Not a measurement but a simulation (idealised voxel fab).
voxel capacitor over wiring: a process module
cross-section cut | 180 nm wide | cells 5 nm
This document writes a cross-section as a grid whose cells are square, and gives it as bands, listed from the top down; one or more rows of cells form a band.
This entry defines a band. It first specifies the height of the band's top and the height of its bottom in nm, and then specifies the band's materials from left to right, stating each material with its width in nm. The word "everywhere" identifies a single material that fills the band from edge to edge, while the word "empty" identifies empty space.
Below 0: as-received wafer, all one material; heights counted from there. Lowest band: no bottom, goes on down, written "z 0 and below".
The expression "30..40" gives the width at the extremes of the band, the first number at its top row of cells and the second at its bottom row, with the width changing by equal amounts from each row to the next in between.
Step note "no modification" = no cross-section cell changed.
In the "Closed void list" entry, you get each enclosed empty space of 8 cells or more, one with no open way to the top, written width x height at distance, distance from the left edge, in nm.
after a step's settings: what the simulator itself notes on the step
You can add "overlay nm" to a step's line. For a step with a mask, it describes how far the mask lay to the right of its planned position, and a negative number describes a lay to the left.
Set out below are the planned steps of the process
1. RECEIVE, material Si
2. CONFORMAL_DEP, material SiO2, thk nm 10
3. DIRECTIONAL_DEP, material TiN, thk nm 5
4. DIRECTIONAL_DEP, material Ru, thk nm 20
5. MASKED_ETCH, tone cover, mask id METAL_1, width nm 20, pitch nm 75, etch materials Ru, depth nm 20, overlay nm 0
6. MASKED_ETCH, tone cover, mask id METAL_1, width nm 20, pitch nm 75, etch materials TiN, depth nm 5, overlay nm 0
7. CONFORMAL_DEP, material SiN, thk nm 5
8. FILL_DEP, material SiO2, thk nm 10
9. CMP, height nm 35
10. CONFORMAL_DEP, material SiCN, thk nm 5
11. DIRECTIONAL_DEP, material lowk, thk nm 10
12. PATTERN, tone open, mask id PLUG_1, material resist, width nm 15, thk nm 15, overlay nm 0
13. DIRECTIONAL_ETCH, etch materials lowk, depth nm 10
14. DIRECTIONAL_ETCH, etch materials SiCN, depth nm 5
15. STRIP, etch materials resist
16. CONFORMAL_DEP, material TiN, thk nm 5
17. FILL_DEP, material W, thk nm 10
18. CMP, height nm 50
19. DIRECTIONAL_DEP, material TiN, thk nm 5
20. DIRECTIONAL_DEP, material SiN, thk nm 5
21. DIRECTIONAL_DEP, material TiN, thk nm 10
22. PATTERN, tone cover, mask id UPPER_PLATE, material resist, width nm 60, thk nm 15, overlay nm 0
23. DIRECTIONAL_ETCH, etch materials TiN, depth nm 10
24. DIRECTIONAL_ETCH, etch materials SiN, depth nm 5
25. STRIP, etch materials resist
26. PATTERN, tone cover, mask id LOWER_PLATE, material resist, width nm 70, thk nm 15, overlay nm 0
27. DIRECTIONAL_ETCH, etch materials TiN, depth nm 5
28. STRIP, etch materials resist
29. FILL_DEP, material SiO2, thk nm 15
30. CMP, height nm 80
31. PATTERN, tone open, mask id PLUG_2, material resist, width nm 15, thk nm 15, overlay nm 0
32. DIRECTIONAL_ETCH, etch materials SiO2, depth nm 10
33. STRIP, etch materials resist
34. CONFORMAL_DEP, material TiN, thk nm 5
35. FILL_DEP, material Ru, thk nm 10
36. CMP, height nm 80
37. CONFORMAL_DEP, material SiCN, thk nm 5
Wafer, first of two, run as planned
Shown in cross-section is the wafer as received, that is, as it stands after step 1
    z 0 and below  Si everywhere
    Closed void list: none
State of the wafer after step 2, shown in cross-section
    z 10 to 0  SiO2 everywhere
    Anything lower than 0 is untouched.
State of the wafer after step 3, shown in cross-section
    z 15 to 10  TiN everywhere
    Anything lower than 10 is untouched.
State of the wafer after step 4, shown in cross-section
    z 35 to 15  Ru everywhere
    Anything lower than 15 is untouched.
State of the wafer after step 5, shown in cross-section
    z 35 to 15  empty: 40; Ru: 20; empty: 55; Ru: 20; empty: 45
    Anything lower than 15 is untouched.
State of the wafer after step 6, shown in cross-section
    z 35 to 15  empty: 40; Ru: 20; empty: 55; Ru: 20; empty: 45
    z 15 to 10  empty: 40; TiN: 20; empty: 55; TiN: 20; empty: 45
    Anything lower than 10 is untouched.
State of the wafer after step 7, shown in cross-section
    z 40 to 35  empty: 35; SiN: 30; empty: 45; SiN: 30; empty: 40
    z 35 to 15  empty: 35; SiN: 5; Ru: 20; SiN: 5; empty: 45; SiN: 5; Ru: 20; SiN: 5; empty: 40
    z 15 to 10  SiN: 40; TiN: 20; SiN: 55; TiN: 20; SiN: 45
    Anything lower than 10 is untouched.
State of the wafer after step 8, shown in cross-section
    z 50 to 40  SiO2 everywhere
    z 40 to 35  SiO2: 35; SiN: 30; SiO2: 45; SiN: 30; SiO2: 40
    z 35 to 15  SiO2: 35; SiN: 5; Ru: 20; SiN: 5; SiO2: 45; SiN: 5; Ru: 20; SiN: 5; SiO2: 40
    Anything lower than 15 is untouched.
State of the wafer after step 9, shown in cross-section
    z 35 to 15  SiO2: 35; SiN: 5; Ru: 20; SiN: 5; SiO2: 45; SiN: 5; Ru: 20; SiN: 5; SiO2: 40
    Anything lower than 15 is untouched.
State of the wafer after step 10, shown in cross-section
    z 40 to 35  SiCN everywhere
    Anything lower than 35 is untouched.
State of the wafer after step 11, shown in cross-section
    z 50 to 40  lowk everywhere
    Anything lower than 40 is untouched.
State of the wafer after step 12, shown in cross-section
    z 65 to 50  resist: 45; empty: 15; resist: 120
    Anything lower than 50 is untouched.
State of the wafer after step 13, shown in cross-section
    z 65 to 50  resist: 45; empty: 15; resist: 120
    z 50 to 40  lowk: 45; empty: 15; lowk: 120
    Anything lower than 40 is untouched.
State of the wafer after step 14, shown in cross-section
    z 65 to 50  resist: 45; empty: 15; resist: 120
    z 50 to 40  lowk: 45; empty: 15; lowk: 120
    z 40 to 35  SiCN: 45; empty: 15; SiCN: 120
    Anything lower than 35 is untouched.
State of the wafer after step 15, shown in cross-section
    z 50 to 40  lowk: 45; empty: 15; lowk: 120
    Anything lower than 40 is untouched.
State of the wafer after step 16, shown in cross-section
    z 55 to 50  TiN: 50; empty: 5; TiN: 125
    z 50 to 40  lowk: 45; TiN: 5; empty: 5; TiN: 5; lowk: 120
    z 40 to 35  SiCN: 45; TiN: 15; SiCN: 120
    Anything lower than 35 is untouched.
State of the wafer after step 17, shown in cross-section
    z 65 to 55  W everywhere
    z 55 to 50  TiN: 50; W: 5; TiN: 125
    z 50 to 40  lowk: 45; TiN: 5; W: 5; TiN: 5; lowk: 120
    Anything lower than 40 is untouched.
State of the wafer after step 18, shown in cross-section
    z 50 to 40  lowk: 45; TiN: 5; W: 5; TiN: 5; lowk: 120
    Anything lower than 40 is untouched.
State of the wafer after step 19, shown in cross-section
    z 55 to 50  TiN everywhere
    Anything lower than 50 is untouched.
State of the wafer after step 20, shown in cross-section
    z 60 to 55  SiN everywhere
    Anything lower than 55 is untouched.
State of the wafer after step 21, shown in cross-section
    z 70 to 60  TiN everywhere
    Anything lower than 60 is untouched.
State of the wafer after step 22, shown in cross-section
    z 85 to 70  empty: 45; resist: 60; empty: 75
    Anything lower than 70 is untouched.
State of the wafer after step 23, shown in cross-section
    z 85 to 70  empty: 45; resist: 60; empty: 75
    z 70 to 60  empty: 45; TiN: 60; empty: 75
    Anything lower than 60 is untouched.
State of the wafer after step 24, shown in cross-section
    z 85 to 70  empty: 45; resist: 60; empty: 75
    z 70 to 60  empty: 45; TiN: 60; empty: 75
    z 60 to 55  empty: 45; SiN: 60; empty: 75
    Anything lower than 55 is untouched.
State of the wafer after step 25, shown in cross-section
    z 70 to 60  empty: 45; TiN: 60; empty: 75
    Anything lower than 60 is untouched.
State of the wafer after step 26, shown in cross-section
    z 85 to 70  empty: 40; resist: 70; empty: 70
    z 70 to 60  empty: 40; resist: 5; TiN: 60; resist: 5; empty: 70
    z 60 to 55  empty: 40; resist: 5; SiN: 60; resist: 5; empty: 70
    Anything lower than 55 is untouched.
State of the wafer after step 27, shown in cross-section
    z 85 to 70  empty: 40; resist: 70; empty: 70
    z 70 to 60  empty: 40; resist: 5; TiN: 60; resist: 5; empty: 70
    z 60 to 55  empty: 40; resist: 5; SiN: 60; resist: 5; empty: 70
    z 55 to 50  empty: 40; TiN: 70; empty: 70
    Anything lower than 50 is untouched.
State of the wafer after step 28, shown in cross-section
    z 70 to 60  empty: 45; TiN: 60; empty: 75
    z 60 to 55  empty: 45; SiN: 60; empty: 75
    Anything lower than 55 is untouched.
State of the wafer after step 29, shown in cross-section
    z 85 to 70  SiO2 everywhere
    z 70 to 60  SiO2: 45; TiN: 60; SiO2: 75
    z 60 to 55  SiO2: 45; SiN: 60; SiO2: 75
    z 55 to 50  SiO2: 40; TiN: 70; SiO2: 70
    Anything lower than 50 is untouched.
State of the wafer after step 30, shown in cross-section
    z 80 to 70  SiO2 everywhere
    Anything lower than 70 is untouched.
State of the wafer after step 31, shown in cross-section
    z 95 to 80  resist: 55; empty: 15; resist: 110
    Anything lower than 80 is untouched.
State of the wafer after step 32, shown in cross-section
    z 95 to 80  resist: 55; empty: 15; resist: 110
    z 80 to 70  SiO2: 55; empty: 15; SiO2: 110
    Anything lower than 70 is untouched.
State of the wafer after step 33, shown in cross-section
    z 80 to 70  SiO2: 55; empty: 15; SiO2: 110
    Anything lower than 70 is untouched.
State of the wafer after step 34, shown in cross-section
    z 85 to 80  TiN: 60; empty: 5; TiN: 115
    z 80 to 75  SiO2: 55; TiN: 5; empty: 5; TiN: 5; SiO2: 110
    z 75 to 70  SiO2: 55; TiN: 15; SiO2: 110
    Anything lower than 70 is untouched.
State of the wafer after step 35, shown in cross-section
    z 95 to 85  Ru everywhere
    z 85 to 80  TiN: 60; Ru: 5; TiN: 115
    z 80 to 75  SiO2: 55; TiN: 5; Ru: 5; TiN: 5; SiO2: 110
    Anything lower than 75 is untouched.
State of the wafer after step 36, shown in cross-section
    z 80 to 75  SiO2: 55; TiN: 5; Ru: 5; TiN: 5; SiO2: 110
    Anything lower than 75 is untouched.
State of the wafer after step 37, shown in cross-section
    z 85 to 80  SiCN everywhere
    Anything lower than 80 is untouched.
For the second wafer, take the first wafer's start and plan, then add one mistake made in running it; everything through step 25, that step included, is shared with the first
Second wafer cross-section, taken as of the time the plan sets for step 26 to be done
    z 85 to 70  resist: 40; empty: 70; resist: 70
    z 70 to 60  resist: 40; empty: 5; TiN: 60; empty: 5; resist: 70
    z 60 to 55  resist: 40; empty: 5; SiN: 60; empty: 5; resist: 70
    Anything lower than 55 is untouched.
Second wafer cross-section, taken as of the time the plan sets for step 27 to be done
    z 85 to 65  resist: 40; empty: 70; resist: 70
    z 65 to 60  resist: 40; empty: 5; TiN: 60; empty: 5; resist: 70
    z 60 to 55  resist: 40; empty: 5; SiN: 60; empty: 5; resist: 70
    z 55 to 50  TiN: 40; empty: 5; TiN: 60; empty: 5; TiN: 70
    Anything lower than 50 is untouched.
Second wafer cross-section, taken as of the time the plan sets for step 28 to be done
    z 65 to 60  empty: 45; TiN: 60; empty: 75
    z 60 to 55  empty: 45; SiN: 60; empty: 75
    Anything lower than 55 is untouched.
Second wafer cross-section, taken as of the time the plan sets for step 29 to be done
    z 80 to 65  SiO2 everywhere
    z 65 to 60  SiO2: 45; TiN: 60; SiO2: 75
    z 60 to 55  SiO2: 45; SiN: 60; SiO2: 75
    z 55 to 50  TiN: 40; SiO2: 5; TiN: 60; SiO2: 5; TiN: 70
    Anything lower than 50 is untouched.
Second wafer cross-section, taken as of the time the plan sets for step 30 to be done: no modification
Second wafer cross-section, taken as of the time the plan sets for step 31 to be done
    z 95 to 80  resist: 55; empty: 15; resist: 110
    Anything lower than 80 is untouched.
Second wafer cross-section, taken as of the time the plan sets for step 32 to be done
    z 95 to 80  resist: 55; empty: 15; resist: 110
    z 80 to 70  SiO2: 55; empty: 15; SiO2: 110
    Anything lower than 70 is untouched.
Second wafer cross-section, taken as of the time the plan sets for step 33 to be done
    z 80 to 70  SiO2: 55; empty: 15; SiO2: 110
    Anything lower than 70 is untouched.
Second wafer cross-section, taken as of the time the plan sets for step 34 to be done
    z 85 to 80  TiN: 60; empty: 5; TiN: 115
    z 80 to 75  SiO2: 55; TiN: 5; empty: 5; TiN: 5; SiO2: 110
    z 75 to 70  SiO2: 55; TiN: 15; SiO2: 110
    Anything lower than 70 is untouched.
Second wafer cross-section, taken as of the time the plan sets for step 35 to be done
    z 95 to 85  Ru everywhere
    z 85 to 80  TiN: 60; Ru: 5; TiN: 115
    z 80 to 75  SiO2: 55; TiN: 5; Ru: 5; TiN: 5; SiO2: 110
    Anything lower than 75 is untouched.
Second wafer cross-section, taken as of the time the plan sets for step 36 to be done
    z 80 to 75  SiO2: 55; TiN: 5; Ru: 5; TiN: 5; SiO2: 110
    Anything lower than 75 is untouched.
Second wafer cross-section, taken as of the time the plan sets for step 37 to be done
    z 85 to 80  SiCN everywhere
    Anything lower than 80 is untouched.
Processing error: contrary to plan, step 26 was performed as PATTERN, tone open, mask id LOWER_PLATE, material resist, width nm 70, thk nm 15, overlay nm 0
Once processing is complete, comparing cell counts shows that the second wafer has more or fewer of certain materials than the first: SiO2: 8 fewer, TiN: 8 more
